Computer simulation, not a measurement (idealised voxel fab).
The following is a process module called voxel transistor to metal.
For reference, the cross-section in this document is cut, with width 175 nm and square cells of 5 nm.
Cross-section = grid of square cells, listed top down in bands; band = one or more rows.
Per band: top height and bottom height in nm, followed by the left-to-right materials and their widths in nm; "all across" marks a single material spanning edge to edge, "air" marks empty space.
The reference from which all heights are counted is 0, the level beneath which the as-received wafer is entirely one material; the lowest band, having no lower bound, proceeds downward and is written after the example "0 nm and below".
Graded width ("30..40"): value in top row of band = first number; value in bottom row = second number; row-to-row change constant.
Key: "all unchanged" - step with no changed cell in the cross-section.
Enclosed voids (no open way to top), threshold 8 cells or more, entry "Closed void inventory", notation width x height at distance, distance from left edge, nm.
What comes after the settings on a step's line is commentary from the simulator itself on that step.
For masked steps, "overlay nm" on the step line gives how far right of plan the mask actually lay; a minus sign means it lay to the left.
This section lists the process steps that were planned
step 1: RECEIVE,material Si
step 2: OXIDIZE,depth nm 5
step 3: CONFORMAL_DEP,material SiN,thk nm 10
step 4: MASKED_ETCH,tone cover,mask id ACTIVE,width nm 110,etch materials SiN,depth nm 10,overlay nm 0
step 5: MASKED_ETCH,tone cover,mask id ACTIVE,width nm 110,etch materials SiO2,depth nm 5,overlay nm 0
step 6: MASKED_ETCH,tone cover,mask id ACTIVE,width nm 110,etch materials Si,depth nm 25,overlay nm 0
step 7: OXIDIZE,depth nm 5
step 8: FILL_DEP,material SiO2,thk nm 5
step 9: CMP,height nm 10
step 10: SELECTIVE_ETCH,etch materials SiO2,depth nm 5
step 11: STRIP,etch materials SiN
step 12: SELECTIVE_ETCH,etch materials SiO2,depth nm 5
step 13: OXIDIZE,depth nm 5
step 14: DIRECTIONAL_DEP,material polySi,thk nm 25
step 15: DIRECTIONAL_DEP,material SiCN,thk nm 15
step 16: MASKED_ETCH,tone cover,mask id GATE,width nm 30,etch materials SiCN,depth nm 25,overlay nm 0
step 17: MASKED_ETCH,tone cover,mask id GATE,width nm 30,etch materials polySi,depth nm 35,overlay nm 0
step 18: CONFORMAL_DEP,material SiO2,thk nm 5
step 19: DIRECTIONAL_ETCH,etch materials SiO2,depth nm 5
step 20: CONFORMAL_DEP,material SiN,thk nm 5
step 21: DIRECTIONAL_ETCH,etch materials SiN,depth nm 5
step 22: DIRECTIONAL_ETCH,etch materials SiO2,depth nm 5
step 23: DIRECTIONAL_ETCH,etch materials Si,depth nm 10
step 24: EPI,material nSi,thk nm 10
step 25: FILL_DEP,material SiO2,thk nm 10
step 26: CMP,height nm 20
step 27: STRIP,etch materials polySi
step 28: SELECTIVE_ETCH,etch materials SiO2,depth nm 5
step 29: CONFORMAL_DEP,material HfO2,thk nm 5
step 30: CONFORMAL_DEP,material TiN,thk nm 5
step 31: FILL_DEP,material W,thk nm 10
step 32: CMP,height nm 15
step 33: DIRECTIONAL_DEP,material SiO2,thk nm 10
step 34: DIRECTIONAL_DEP,material aC,thk nm 15
step 35: PATTERN,tone open,mask id CONTACT,material resist,width nm 15,pitch nm 75,thk nm 35,overlay nm 0
step 36: DIRECTIONAL_ETCH,etch materials aC,depth nm 15
step 37: STRIP,etch materials resist
step 38: DIRECTIONAL_ETCH,etch materials SiO2,depth nm 35
step 39: STRIP,etch materials aC
step 40: CONFORMAL_DEP,material TiN,thk nm 5
step 41: FILL_DEP,material Ru,thk nm 5
step 42: CMP,height nm 25
step 43: DIRECTIONAL_DEP,material TiN,thk nm 5
step 44: DIRECTIONAL_DEP,material W,thk nm 25
step 45: DIRECTIONAL_DEP,material aC,thk nm 10
step 46: PATTERN,tone cover,mask id METAL_1,material resist,width nm 15,pitch nm 75,thk nm 25,overlay nm 0
step 47: DIRECTIONAL_ETCH,etch materials aC,depth nm 10
step 48: STRIP,etch materials resist
step 49: DIRECTIONAL_ETCH,etch materials W,depth nm 25
step 50: DIRECTIONAL_ETCH,etch materials TiN,depth nm 5
step 51: STRIP,etch materials aC
step 52: CONFORMAL_DEP,material SiCN,thk nm 5
step 53: FILL_DEP,material lowk,thk nm 5
step 54: CMP,height nm 55
step 55: CONFORMAL_DEP,material SiCN,thk nm 5
Cross-section: wafer on arrival = after step 1
* 0 nm and below: Si all across
* Closed void inventory: none
Cross-section, first of two wafers, end of module, run as planned
* 60 nm to 55 nm: SiCN all across
* 55 nm to 30 nm: 35 of lowk; 5 of SiCN; 15 of W; 5 of SiCN; 50 of lowk; 5 of SiCN; 15 of W; 5 of SiCN; 40 of lowk
* 30 nm to 25 nm: 40 of SiCN; 15 of TiN; 60 of SiCN; 15 of TiN; 45 of SiCN
* 25 nm to 15 nm: 40 of SiO2; 5 of TiN; 5 of Ru; 5 of TiN; 60 of SiO2; 5 of TiN; 5 of Ru; 5 of TiN; 45 of SiO2
* 15 nm to 5 nm: 40 of SiO2; 5 of TiN; 5 of Ru; 5 of TiN; 5 of SiO2; 5 of SiN; 5 of HfO2; 5 of TiN; 20 of W; 5 of TiN; 5 of HfO2; 5 of SiN; 5 of SiO2; 5 of TiN; 5 of Ru; 5 of TiN; 45 of SiO2
* 5 nm to 0 nm: 40 of SiO2; 15 of TiN; 5 of SiO2; 5 of SiN; 5 of HfO2; 5 of TiN; 20 of W; 5 of TiN; 5 of HfO2; 5 of SiN; 5 of SiO2; 15 of TiN; 45 of SiO2
* 0 nm to -5 nm: 30 of SiO2; 5 of SiN; 5 of SiO2; 10 of TiN; 10 of nSi; 5 of SiN; 5 of HfO2; 30 of TiN; 5 of HfO2; 5 of SiN; 10 of nSi; 10 of TiN; 5 of SiO2; 5 of SiN; 35 of SiO2
* -5 nm to -10 nm: 40 of SiO2; 10 of TiN; 10 of nSi; 5 of SiO2; 40 of HfO2; 5 of SiO2; 10 of nSi; 10 of TiN; 45 of SiO2
* -10 nm to -20 nm: 35 of SiO2; 25 of nSi; 50 of Si; 25 of nSi; 40 of SiO2
* -20 nm to -35 nm: 35 of SiO2; 100 of Si; 40 of SiO2
* -35 nm and below: Si all across
* Closed void inventory: none
Same start, same plan as the first wafer - but one mistake in the run. Cross-section of the second of the two at the end of the module
* 60 nm to 55 nm: SiCN all across
* 55 nm to 30 nm: 35 of lowk; 5 of SiCN; 15 of W; 5 of SiCN; 50 of lowk; 5 of SiCN; 15 of W; 5 of SiCN; 40 of lowk
* 30 nm to 25 nm: 40 of SiCN; 15 of TiN; 60 of SiCN; 15 of TiN; 45 of SiCN
* 25 nm to 15 nm: 40 of SiO2; 5 of TiN; 5 of Ru; 5 of TiN; 60 of SiO2; 5 of TiN; 5 of Ru; 5 of TiN; 45 of SiO2
* 15 nm to 5 nm: 40 of SiO2; 5 of TiN; 5 of Ru; 5 of TiN; 5 of SiO2; 5 of SiN; 5 of HfO2; 5 of TiN; 20 of W; 5 of TiN; 5 of HfO2; 5 of SiN; 5 of SiO2; 5 of TiN; 5 of Ru; 5 of TiN; 45 of SiO2
* 5 nm to 0 nm: 40 of SiO2; 15 of TiN; 5 of SiO2; 5 of SiN; 5 of HfO2; 5 of TiN; 20 of W; 5 of TiN; 5 of HfO2; 5 of SiN; 5 of SiO2; 15 of TiN; 45 of SiO2
* 0 nm to -5 nm: 30 of SiO2; 5 of SiN; 5 of SiO2; 10 of TiN; 10 of nSi; 5 of SiN; 5 of HfO2; 30 of TiN; 5 of HfO2; 5 of SiN; 10 of nSi; 10 of TiN; 5 of SiO2; 5 of SiN; 35 of SiO2
* -5 nm to -10 nm: 40 of SiO2; 10 of TiN; 10 of nSi; 5 of SiO2; 40 of HfO2; 5 of SiO2; 10 of nSi; 10 of TiN; 45 of SiO2
* -10 nm to -20 nm: 35 of SiO2; 25 of nSi; 50 of Si; 25 of nSi; 40 of SiO2
* -20 nm to -60 nm: 35 of SiO2; 100 of Si; 40 of SiO2
* -60 nm and below: Si all across
* Closed void inventory: none
In executing the process, a mistake was made relative to the plan: step 6 in the plan was executed twice
The second wafer ends with more or fewer cells of some materials than the first, per final count: -75 Si; +75 SiO2
